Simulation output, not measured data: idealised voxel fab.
The following is a process module called voxel capacitor over wiring.
Square cells of 5 nm make up the cross-section cut, whose width is 220 nm.
Throughout this document, each cross-section is represented as a grid of square cells and is presented as a sequence of bands enumerated from the top downward, where a band comprises one or more rows of cells. Basically the band line says how high the top is and how high the bottom is, in nm, and then what's in it from left to right, every material with its width in nm. Empty space shows up as "air", and if a single material carries "all across" it runs the full band edge to edge. Heights from 0 (as-received wafer is one material below). Bottom band endless downward, as "z 0 and below". Read "30->40" as a graded width: first number on top, second number at the bottom, same change between each pair of neighbouring rows. The cross-section has no changed cell in any step marked "everything unchanged". For the entry "Encapsulated voids", the listed items are empty spaces with no open way to the top whose size is 8 cells or more; each item follows the pattern width x height at distance, where distance is from the left edge and all three are in nm. On a step's line, text after the settings is the simulator commenting on that step. overlay nm: step with mask; distance mask lay right of planned place; negative value = left of planned place.
[Intended process steps]
1) op RECEIVE | material Si
2) op CONFORMAL_DEP | material SiO2 | thk nm 10
3) op CONFORMAL_DEP | material SiCN | thk nm 5
4) op DIRECTIONAL_DEP | material SiO2 | thk nm 25
5) op MASKED_ETCH | tone open | mask id METAL_1 | width nm 30 | pitch nm 85 | etch materials SiO2 | depth nm 25 | overlay nm -15
6) op MASKED_ETCH | tone open | mask id METAL_1 | width nm 30 | pitch nm 85 | etch materials SiCN | depth nm 5 | overlay nm 0
7) op CONFORMAL_DEP | material TiN | thk nm 5
8) op FILL_DEP | material Ru | thk nm 10
9) op CMP | height nm 40
10) op CONFORMAL_DEP | material SiCN | thk nm 5
11) op DIRECTIONAL_DEP | material SiO2 | thk nm 15
12) op DIRECTIONAL_DEP | material aC | thk nm 10
13) op PATTERN | tone open | mask id PLUG_1 | material resist | width nm 15 | thk nm 30 | overlay nm 0
14) op DIRECTIONAL_ETCH | etch materials aC | depth nm 10
15) op STRIP | etch materials resist
16) op DIRECTIONAL_ETCH | etch materials SiO2 | depth nm 15
17) op DIRECTIONAL_ETCH | etch materials SiCN | depth nm 5
18) op STRIP | etch materials aC
19) op CONFORMAL_DEP | material TiN | thk nm 5
20) op FILL_DEP | material Ru | thk nm 10
21) op CMP | height nm 60
22) op DIRECTIONAL_DEP | material TiN | thk nm 10
23) op DIRECTIONAL_DEP | material HfO2 | thk nm 5
24) op DIRECTIONAL_DEP | material TiN | thk nm 10
25) op DIRECTIONAL_DEP | material aC | thk nm 10
26) op PATTERN | tone cover | mask id UPPER_PLATE | material resist | width nm 60 | thk nm 25 | overlay nm 0
27) op DIRECTIONAL_ETCH | etch materials aC | depth nm 10
28) op STRIP | etch materials resist
29) op DIRECTIONAL_ETCH | etch materials TiN | depth nm 10
30) op DIRECTIONAL_ETCH | etch materials HfO2 | depth nm 5
31) op STRIP | etch materials aC
32) op DIRECTIONAL_DEP | material aC | thk nm 15
33) op PATTERN | tone cover | mask id LOWER_PLATE | material resist | width nm 70 | thk nm 30 | overlay nm 0
34) op DIRECTIONAL_ETCH | etch materials aC | depth nm 15
35) op STRIP | etch materials resist
36) op DIRECTIONAL_ETCH | etch materials TiN | depth nm 10
37) op STRIP | etch materials aC
38) op FILL_DEP | material SiO2 | thk nm 15
39) op CMP | height nm 95
40) op MASKED_ETCH | tone open | mask id PLUG_2 | width nm 15 | etch materials SiO2 | depth nm 10 | overlay nm 0
41) op CONFORMAL_DEP | material TiN | thk nm 5
42) op FILL_DEP | material W | thk nm 10
43) op CMP | height nm 95
44) op CONFORMAL_DEP | material SiN | thk nm 5
It is noted that the wafers described herein are identical at the outset and are distinguished by the overlay nm of step 5; the value stated in the plan corresponds to the first wafer.
[The first of several wafers in cross-section, exactly as it reached us after step 1]
	z 0 and below = Si all across
	Encapsulated voids: none
[Last step of the module is step 44; after it, the first of several wafers in cross-section]
	z 100 to 95 = SiN all across
	z 95 to 90 = SiO2: 75 | TiN: 5 | W: 5 | TiN: 5 | SiO2: 130
	z 90 to 85 = SiO2: 75 | TiN: 15 | SiO2: 130
	z 85 to 75 = SiO2: 65 | TiN: 60 | SiO2: 95
	z 75 to 70 = SiO2: 65 | HfO2: 60 | SiO2: 95
	z 70 to 60 = SiO2: 60 | TiN: 70 | SiO2: 90
	z 60 to 45 = SiO2: 65 | TiN: 5 | Ru: 5 | TiN: 5 | SiO2: 140
	z 45 to 40 = SiCN: 65 | TiN: 15 | SiCN: 140
	z 40 to 20 = SiO2: 35 | TiN: 5 | Ru: 20 | TiN: 5 | SiO2: 55 | TiN: 5 | Ru: 20 | TiN: 5 | SiO2: 70
	z 20 to 15 = SiO2: 35 | TiN: 20 | Ru: 5 | TiN: 5 | SiO2: 55 | TiN: 20 | Ru: 5 | TiN: 5 | SiO2: 70
	z 15 to 10 = SiCN: 50 | TiN: 15 | SiCN: 70 | TiN: 15 | SiCN: 70
	z 10 to 0 = SiO2 all across
	z 0 and below = Si all across
	Encapsulated voids: none
[X-section, last wafer, module end]
	z 100 to 95 = SiN all across
	z 95 to 90 = SiO2: 75 | TiN: 5 | W: 5 | TiN: 5 | SiO2: 130
	z 90 to 85 = SiO2: 75 | TiN: 15 | SiO2: 130
	z 85 to 75 = SiO2: 65 | TiN: 60 | SiO2: 95
	z 75 to 70 = SiO2: 65 | HfO2: 60 | SiO2: 95
	z 70 to 60 = SiO2: 60 | TiN: 70 | SiO2: 90
	z 60 to 45 = SiO2: 65 | TiN: 5 | Ru: 5 | TiN: 5 | SiO2: 140
	z 45 to 40 = SiCN: 65 | TiN: 15 | SiCN: 140
	z 40 to 20 = SiO2: 65 | TiN: 5 | Ru: 20 | TiN: 5 | SiO2: 55 | TiN: 5 | Ru: 20 | TiN: 5 | SiO2: 40
	z 20 to 15 = SiO2: 65 | TiN: 5 | Ru: 5 | TiN: 20 | SiO2: 55 | TiN: 5 | Ru: 5 | TiN: 20 | SiO2: 40
	z 15 to 10 = SiCN: 65 | TiN: 15 | SiCN: 70 | TiN: 15 | SiCN: 55
	z 10 to 0 = SiO2 all across
	z 0 and below = Si all across
	Encapsulated voids: none
[Per-wafer rows below. For each material: cells gained (+) or lost (-) since the wafer was received, as of end of module. Then: closed voids]
overlay nm -15 | +12 HfO2 | +37 Ru | +79 SiCN | +44 SiN | +609 SiO2 | +98 TiN | +1 W | Encapsulated voids: none
overlay nm -10 | +12 HfO2 | +39 Ru | +77 SiCN | +44 SiN | +609 SiO2 | +98 TiN | +1 W | Encapsulated voids: none
overlay nm -5 | +12 HfO2 | +41 Ru | +75 SiCN | +44 SiN | +609 SiO2 | +98 TiN | +1 W | Encapsulated voids: none
overlay nm 0 | +12 HfO2 | +43 Ru | +73 SiCN | +44 SiN | +609 SiO2 | +98 TiN | +1 W | Encapsulated voids: none
overlay nm 5 | +12 HfO2 | +41 Ru | +75 SiCN | +44 SiN | +609 SiO2 | +98 TiN | +1 W | Encapsulated voids: none
overlay nm 10 | +12 HfO2 | +39 Ru | +77 SiCN | +44 SiN | +609 SiO2 | +98 TiN | +1 W | Encapsulated voids: none
overlay nm 15 | +12 HfO2 | +37 Ru | +79 SiCN | +44 SiN | +609 SiO2 | +98 TiN | +1 W | Encapsulated voids: none
